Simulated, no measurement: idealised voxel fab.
Module name: voxel self aligned vias (process module)
Square cells of 5 nm make up the cross-section cut, whose width is 285 nm.
Heads up, the way a cross-section reads in here is a grid of square cells, handed over as bands from the top down, with every band being one or more rows of cells.
Band: top and bottom heights (nm) first, top before bottom; then materials from left to right, widths in nm. "everywhere" marks a sole material filling the band edge to edge. "air" denotes empty space.
It should be noted that heights are counted from 0, beneath which the wafer as supplied is of one material throughout, and that the lowest band possesses no lower boundary but continues downward, as written in "0 and below".
Read "30 to 40" as a graded width: first number on top, second number at the bottom, same change between each pair of neighbouring rows.
It should be understood that the words "changes: none", when stated for a given step, signify that the cross-section underwent no change in any of its cells during that step.
The entry "Voids lacking openings" lists the empty spaces that cover at least 8 cells and have no open path to the top. Each is written as width x height at distance, where the distance is measured from the left edge and all three values are in nm.
If you see something after the settings on a step's line, that's the simulator's own remark about that step.
overlay nm: mask offset rightward from planned place, masked step; negative means leftward offset.

## The steps planned for the process are as follows
1 RECEIVE | material Si
2 CONFORMAL_DEP | material SiO2 | thk nm 15
3 CONFORMAL_DEP | material SiCN | thk nm 5
4 DIRECTIONAL_DEP | material SiO2 | thk nm 20
5 PATTERN | tone open | mask id LINES | material resist | width nm 20 | pitch nm 45 | thk nm 15 | overlay nm -15
6 DIRECTIONAL_ETCH | etch materials SiO2 | depth nm 20
7 STRIP | etch materials resist
8 CONFORMAL_DEP | material TiN | thk nm 5
9 FILL_DEP | material W | thk nm 5
10 CMP | height nm 40
11 SELECTIVE_ETCH | etch materials W Ru TiN | depth nm 5
12 FILL_DEP | material SiN | thk nm 10
13 CMP | height nm 40
14 DIRECTIONAL_DEP | material SiO2 | thk nm 15
15 DIRECTIONAL_DEP | material aC | thk nm 15
16 PATTERN | tone open | mask id VIAS | material resist | width nm 30 | thk nm 30 | overlay nm 0
17 DIRECTIONAL_ETCH | etch materials aC | depth nm 15
18 STRIP | etch materials resist
19 DIRECTIONAL_ETCH | etch materials SiO2 | depth nm 15
20 DIRECTIONAL_ETCH | etch materials SiN | depth nm 5
21 STRIP | etch materials aC
22 CONFORMAL_DEP | material TiN | thk nm 5
23 FILL_DEP | material W | thk nm 5
24 CMP | height nm 55
25 CONFORMAL_DEP | material SiN | thk nm 5
For clarity, it should be stated that the wafers under discussion commence in an identical condition and differ with respect to the overlay nm of step 5, the plan indicating the value that the first wafer had.

## Cross-section of the first of several wafers as received (after step 1)
- 0 and below | Si everywhere
- Voids lacking openings: none

## The rows of the table below are wafers. Looking at the end of the module, a row counts, for every material, the cells the wafer has gained, shown as (+), or lost, shown as (-), since it was received; its closed voids come next
overlay nm -15; +57 SiCN; +63 SiN; +520 SiO2; +28 TiN; +16 W; Voids lacking openings: none
overlay nm -10; +57 SiCN; +62 SiN; +520 SiO2; +28 TiN; +17 W; Voids lacking openings: none
overlay nm -5; +57 SiCN; +61 SiN; +520 SiO2; +28 TiN; +18 W; Voids lacking openings: none
overlay nm 0; +57 SiCN; +61 SiN; +520 SiO2; +28 TiN; +18 W; Voids lacking openings: none
overlay nm 5; +57 SiCN; +61 SiN; +520 SiO2; +28 TiN; +18 W; Voids lacking openings: none
overlay nm 10; +57 SiCN; +62 SiN; +520 SiO2; +28 TiN; +17 W; Voids lacking openings: none
overlay nm 15; +57 SiCN; +63 SiN; +520 SiO2; +28 TiN; +16 W; Voids lacking openings: none
